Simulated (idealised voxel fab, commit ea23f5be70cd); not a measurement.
process module | voxel spacer lines
cross-section cut | 165 nm wide | cells 5 nm
A cross-section is a grid of square cells, given in bands from the top down. A band is one or more rows of cells.
Each band's line starts with the height of the band's top and of its bottom, in nm. Then come its materials from left to right, each with its width in nm. One material with "throughout" fills the band from edge to edge. "air" is empty space.
Height 0 is the level under which the wafer as received is all one material. The lowest band goes on downwards, as in "0 down".
A width such as "30 to 40" changes by the same amount from each row of cells to the next, from the band's top row to its bottom row.
"no change" after a step means that no cell of the cross-section changed.
closed voids: empty space of 8 cells or more with no open way to the top, each as width x height at its distance from the left edge, in nm
after a step's settings: what the simulator itself notes on the step
overlay nm, on a step with a mask: how far to the right of its planned place the mask lay; to the left if negative
plan
1 op RECEIVE | material Si
2 op CONFORMAL_DEP | material Al2O3 | thk nm 5
3 op DIRECTIONAL_DEP | material polySi | thk nm 15
4 op DIRECTIONAL_DEP | material aC | thk nm 25
5 op PATTERN | tone cover | mask id MANDREL | material resist | width nm 20 | pitch nm 60 | thk nm 30 | overlay nm 0
6 op DIRECTIONAL_ETCH | etch materials aC | depth nm 25
7 op STRIP | etch materials resist
8 op CONFORMAL_DEP | material SiO2 | thk nm 10
9 op DIRECTIONAL_ETCH | etch materials SiO2 | depth nm 10
10 op STRIP | etch materials aC
11 op DIRECTIONAL_ETCH | etch materials polySi | depth nm 15
12 op STRIP | etch materials SiO2
as received, after step 1
  0 down: Si throughout
  closed voids: none
a wafer at the end: this start, this plan, one mistake
  10 to 5: air 30 | polySi 10 | air 20 | polySi 10 | air 20 | polySi 10 | air 20 | polySi 10 | air 35
  5 to 0: Al2O3 throughout
  0 down: Si throughout
  closed voids: none
what went wrong: step 3 ran as: op DIRECTIONAL_DEP | material polySi | thk nm 5
